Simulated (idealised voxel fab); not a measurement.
Process module name: voxel ribs on slabs
For reference, the cross-section in this document is cut, with width 175 nm and square cells of 5 nm.
Cross-section spec: square-cell grid; bands listed top down; each band is one or more rows. First you get the band's top height and its bottom height, in nm, and then the materials it's made of, left to right, with each width in nm. If you see a single material with "all across", that one covers the band edge to edge. "blank" is empty space. Convention: height 0 is the level below which the wafer, as received, is all one material. The lowest band does not terminate at the bottom but continues downward, represented as "0 -> down". Top row gets the first number, bottom row gets the second, and each row in between changes by the same step: that is how a band width like "30 to 40" works. Take "no modification" at face value: in the step it is given for, the cross-section changed in none of its cells. You'll see "Sealed void listing" listing empty spaces that have no way open to the top, as long as they're 8 cells or more; the notation is width x height at distance, where the distance is from the left edge, and all of it is in nm. It should be noted that, on the line of a given step, the content following the step's settings is a remark produced by the simulator itself with respect to that step. "overlay nm" on a masked step: distance the mask lay right of its planned place, negative for left.
Plan
1 op RECEIVE | material Si
2 op DIRECTIONAL_DEP | material SiO2 | thk nm 25
3 op DIRECTIONAL_DEP | material SiN | thk nm 25
4 op DIRECTIONAL_DEP | material aC | thk nm 10
5 op PATTERN | tone cover | mask id RIB | material resist | width nm 25 | thk nm 25 | overlay nm 0
6 op DIRECTIONAL_ETCH | etch materials aC | depth nm 10
7 op STRIP | etch materials resist
8 op DIRECTIONAL_ETCH | etch materials SiN | depth nm 20
9 op STRIP | etch materials aC
10 op PATTERN | tone cover | mask id SLAB | material resist | width nm 65 | thk nm 20 | overlay nm 0
11 op DIRECTIONAL_ETCH | etch materials SiN | depth nm 5
12 op STRIP | etch materials resist
13 op FILL_DEP | material SiO2 | thk nm 25
14 op CMP | height nm 65
15 op DIRECTIONAL_DEP | material TiN | thk nm 5
16 op PATTERN | tone cover | mask id HEATER | material resist | width nm 35 | thk nm 15 | overlay nm 0
17 op DIRECTIONAL_ETCH | etch materials TiN | depth nm 5
18 op STRIP | etch materials resist
19 op CONFORMAL_DEP | material SiN | thk nm 5
It is noted that the wafers described herein are identical at the outset and are distinguished by the thk nm of step 15; the value stated in the plan corresponds to the first wafer.
Step 1 complete: as-received cross-section of the first of several wafers
  0 -> down  Si all across
  Sealed void listing: none
End of module, by wafer: material-by-material cell gain (+) or loss (-) since receipt, then closed voids
thk nm 5, +70 SiN, +422 SiO2, +7 TiN, Sealed void listing: none
thk nm 10, +70 SiN, +422 SiO2, +42 TiN, Sealed void listing: none
thk nm 15, +70 SiN, +422 SiO2, +77 TiN, Sealed void listing: none
thk nm 20, +70 SiN, +422 SiO2, +112 TiN, Sealed void listing: none
